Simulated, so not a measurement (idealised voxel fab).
voxel self aligned vias: a process module
Cross-section cut: width 160 nm, square cells of 5 nm.
Bands, listed from the top down, are how a cross-section gets written in this document; the cross-section itself is a grid of square cells, and a band is one or more rows of them.
Top, bottom (nm), then materials left to right with widths (nm); lone material tagged "full width" fills the whole band edge to edge; "empty" = empty space.
Zero point of the height axis is 0; under it, received wafer = one material. Lowest band: continues down indefinitely, "top 0, no bottom".
Note: "30..40" means the width goes from the first number (top row of the band) to the second number (bottom row) in equal steps per row of cells.
"changes: none" for a step: no cell of the cross-section changed in that step.
Look at "closed voids" for the closed voids: empty spaces with no open path to the top, sized 8 cells or up. Each is width x height at distance, distance from the left edge, all nm.
Text after the settings on a step's line: the simulator's own remark on that step.
If you see "overlay nm" on a step's line and that step has a mask, it's telling you how far right of where it was planned the mask ended up; a negative number means it went left instead.

Below is the list of planned process steps
1. RECEIVE,material Si
2. CONFORMAL_DEP,material SiO2,thk nm 10
3. CONFORMAL_DEP,material SiCN,thk nm 5
4. DIRECTIONAL_DEP,material SiO2,thk nm 25
5. PATTERN,tone open,mask id LINES,material resist,width nm 30,pitch nm 70,thk nm 20,overlay nm 0
6. DIRECTIONAL_ETCH,etch materials SiO2,depth nm 25
7. STRIP,etch materials resist
8. CONFORMAL_DEP,material TiN,thk nm 5
9. FILL_DEP,material W,thk nm 10
10. CMP,height nm 40
11. SELECTIVE_ETCH,etch materials W Ru TiN,depth nm 10
12. FILL_DEP,material SiN,thk nm 5
13. CMP,height nm 40
14. DIRECTIONAL_DEP,material SiO2,thk nm 15
15. DIRECTIONAL_DEP,material aC,thk nm 10
16. PATTERN,tone open,mask id VIAS,material resist,width nm 40,thk nm 30,overlay nm 0
17. DIRECTIONAL_ETCH,etch materials aC,depth nm 10
18. STRIP,etch materials resist
19. DIRECTIONAL_ETCH,etch materials SiO2,depth nm 15
20. DIRECTIONAL_ETCH,etch materials SiN,depth nm 10
21. STRIP,etch materials aC
22. CONFORMAL_DEP,material TiN,thk nm 5
23. FILL_DEP,material Cu,thk nm 10
24. CMP,height nm 55
25. CONFORMAL_DEP,material SiCN,thk nm 5

So this is the incoming wafer in cross-section - it's already been through step 1
  top 0, no bottom  Si full width
  closed voids: none

The cross-section shown corresponds to the wafer at the conclusion of the module. The initial structure and the process plan are those presented above; however, one mistake occurred in executing the plan
  top 50, bottom 45  SiCN full width
  top 45, bottom 40  SiO2=25  TiN=10  Cu=20  TiN=10  SiO2=95
  top 40, bottom 35  SiO2=30  TiN=5  Cu=20  TiN=5  SiO2=40  SiN=30  SiO2=30
  top 35, bottom 30  SiO2=30  TiN=30  SiO2=40  SiN=30  SiO2=30
  top 30, bottom 20  SiO2=30  TiN=5  W=20  TiN=5  SiO2=40  TiN=5  W=20  TiN=5  SiO2=30
  top 20, bottom 15  SiO2=30  TiN=30  SiO2=40  TiN=30  SiO2=30
  top 15, bottom 10  SiCN full width
  top 10, bottom 0  SiO2 full width
  top 0, no bottom  Si full width
  closed voids: none
Where did the run depart from the plan? step 24 ran as: CMP,height nm 45
